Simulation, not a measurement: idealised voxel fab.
process module | voxel ribs on slabs
cross-section cut | 145 nm wide | cells 5 nm
A cross-section is a grid of square cells, given in bands from the top down. A band is one or more rows of cells.
Each band's line starts with the height of the band's top and of its bottom, in nm. Then come its materials from left to right, each with its width in nm. One material with "throughout" fills the band from edge to edge. "air" is empty space.
Height 0 is the level under which the wafer as received is all one material. The lowest band goes on downwards, as in "0 down".
A width such as "30 to 40" changes by the same amount from each row of cells to the next, from the band's top row to its bottom row.
"no change" after a step means that no cell of the cross-section changed.
closed voids: empty space of 8 cells or more with no open way to the top, each as width x height at its distance from the left edge, in nm
after a step's settings: what the simulator itself notes on the step
overlay nm, on a step with a mask: how far to the right of its planned place the mask lay; to the left if negative
plan
1 op RECEIVE | material Si
2 op DIRECTIONAL_DEP | material SiO2 | thk nm 30
3 op DIRECTIONAL_DEP | material polySi | thk nm 15
4 op MASKED_ETCH | tone cover | mask id RIB | width nm 25 | etch materials polySi | depth nm 5 | overlay nm 0
5 op PATTERN | tone cover | mask id SLAB | material resist | width nm 65 | thk nm 20 | overlay nm 0
6 op DIRECTIONAL_ETCH | etch materials polySi | depth nm 10
7 op STRIP | etch materials resist
8 op FILL_DEP | material SiO2 | thk nm 30
9 op CMP | height nm 65
10 op DIRECTIONAL_DEP | material TiN | thk nm 10
11 op PATTERN | tone cover | mask id HEATER | material resist | width nm 35 | thk nm 15 | overlay nm 0
12 op DIRECTIONAL_ETCH | etch materials TiN | depth nm 10
13 op STRIP | etch materials resist
14 op CONFORMAL_DEP | material SiO2 | thk nm 5
as received, after step 1
  0 down: Si throughout
  closed voids: none
a wafer at the end: this start, this plan, one mistake
  80 to 75: air 50 | SiO2 45 | air 50
  75 to 70: air 50 | SiO2 5 | TiN 35 | SiO2 5 | air 50
  70 to 65: SiO2 55 | TiN 35 | SiO2 55
  65 to 15: SiO2 throughout
  15 to 0: polySi throughout
  0 down: Si throughout
  closed voids: none
what went wrong: steps 2 and 3 were swapped
